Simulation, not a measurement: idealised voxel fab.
The process module presented herein is designated voxel released beams.
We display cut, a cross-section 205 nm in width whose square cells are each 5 nm.
We lay out every cross-section as a grid of square cells and spell it out in bands from the top down, where one band means one or more rows of cells. Quick guide to a band line: top height, bottom height (nm) up front; then every material left to right with its width in nm. Only one material and it's marked "all across"? Then it fills the band edge to edge. And "air" just means empty space. Zero point of the height axis is 0; under it, received wafer = one material. Lowest band: continues down indefinitely, "0..down". It should be noted that a width expressed as "30..40" varies in equal increments from row to row of cells within the band, taking the value of the first number at the top row and that of the second number at the bottom row. "nothing changed", as given for a step, is the statement that not any cell of the cross-section underwent a change during that step. Under "Sealed voids" you'll find the enclosed gaps, the ones with no way out to the top, that are 8 cells or bigger; each reads width x height at distance, with distance counted from the left edge, everything in nm. after a step's settings: what the simulator itself notes on the step. overlay nm: on a step with a mask, how far right of its planned place the mask lay; negative means left.

Here's what the planned process steps look like:
1,RECEIVE | material Si
2,CONFORMAL_DEP | material Al2O3 | thk nm 10
3,DIRECTIONAL_DEP | material SiO2 | thk nm 20
4,PATTERN | tone open | mask id ANCHOR | material resist | width nm 35 | thk nm 20 | overlay nm 0
5,DIRECTIONAL_ETCH | etch materials SiO2 | depth nm 20
6,STRIP | etch materials resist
7,CONFORMAL_DEP | material SiN | thk nm 10
8,PATTERN | tone cover | mask id BEAM | material resist | width nm 110 | thk nm 15 | overlay nm 0
9,DIRECTIONAL_ETCH | etch materials SiN | depth nm 10
10,STRIP | etch materials resist
11,STRIP | etch materials SiO2

Wafer, first of two, run as planned:

Wafer as received: cross-section following step 1:
    0..down: Si all across
    Sealed voids: none

Sectional view: wafer, after step 2:
    10..0: Al2O3 all across
    Heights below 0 show no change.

Sectional view: wafer, after step 3:
    30..10: SiO2 all across
    Heights below 10 show no change.

Sectional view: wafer, after step 4:
    50..30: resist (50); air (35); resist (120)
    Heights below 30 show no change.

Sectional view: wafer, after step 5:
    50..30: resist (50); air (35); resist (120)
    30..10: SiO2 (50); air (35); SiO2 (120)
    Heights below 10 show no change.

Sectional view: wafer, after step 6:
    30..10: SiO2 (50); air (35); SiO2 (120)
    Heights below 10 show no change.

Sectional view: wafer, after step 7:
    40..30: SiN (60); air (15); SiN (130)
    30..20: SiO2 (50); SiN (10); air (15); SiN (10); SiO2 (120)
    20..10: SiO2 (50); SiN (35); SiO2 (120)
    Heights below 10 show no change.

Sectional view: wafer, after step 8:
    55..40: air (45); resist (110); air (50)
    40..30: SiN (60); resist (15); SiN (130)
    30..20: SiO2 (50); SiN (10); resist (15); SiN (10); SiO2 (120)
    Heights below 20 show no change.

Sectional view: wafer, after step 9:
    55..40: air (45); resist (110); air (50)
    40..30: air (45); SiN (15); resist (15); SiN (80); air (50)
    Heights below 30 show no change.

Sectional view: wafer, after step 10:
    40..30: air (45); SiN (15); air (15); SiN (80); air (50)
    30..20: SiO2 (50); SiN (10); air (15); SiN (10); SiO2 (120)
    Heights below 20 show no change.

Sectional view: wafer, after step 11:
    40..30: air (45); SiN (15); air (15); SiN (80); air (50)
    30..20: air (50); SiN (10); air (15); SiN (10); air (120)
    20..10: air (50); SiN (35); air (120)
    Heights below 10 show no change.

Here the second wafer is described. Its start and its plan were those of the first wafer. Its run contained one mistake. Up to and including step 9, it did exactly what the first wafer did:

Cross-section: second wafer, time at which step 10 was scheduled to end:
    40..30: air (45); SiN (15); air (15); SiN (80); air (50)
    30..20: SiO2 (50); SiN (10); air (15); SiN (10); SiO2 (120)
    Heights below 20 show no change.

Cross-section: second wafer, time at which step 11 was scheduled to end:
    40..30: air (45); SiN (15); air (15); SiN (80); air (50)
    30..20: air (50); SiN (10); air (15); SiN (10); air (120)
    20..10: air (50); SiN (35); air (120)
    Heights below 10 show no change.
In executing the process, a mistake was made relative to the plan: twice, step 10 of the plan was run
If you compare the two wafers at the end, their cross-sections are the same, so as far as this model is concerned the mistake changes nothing.
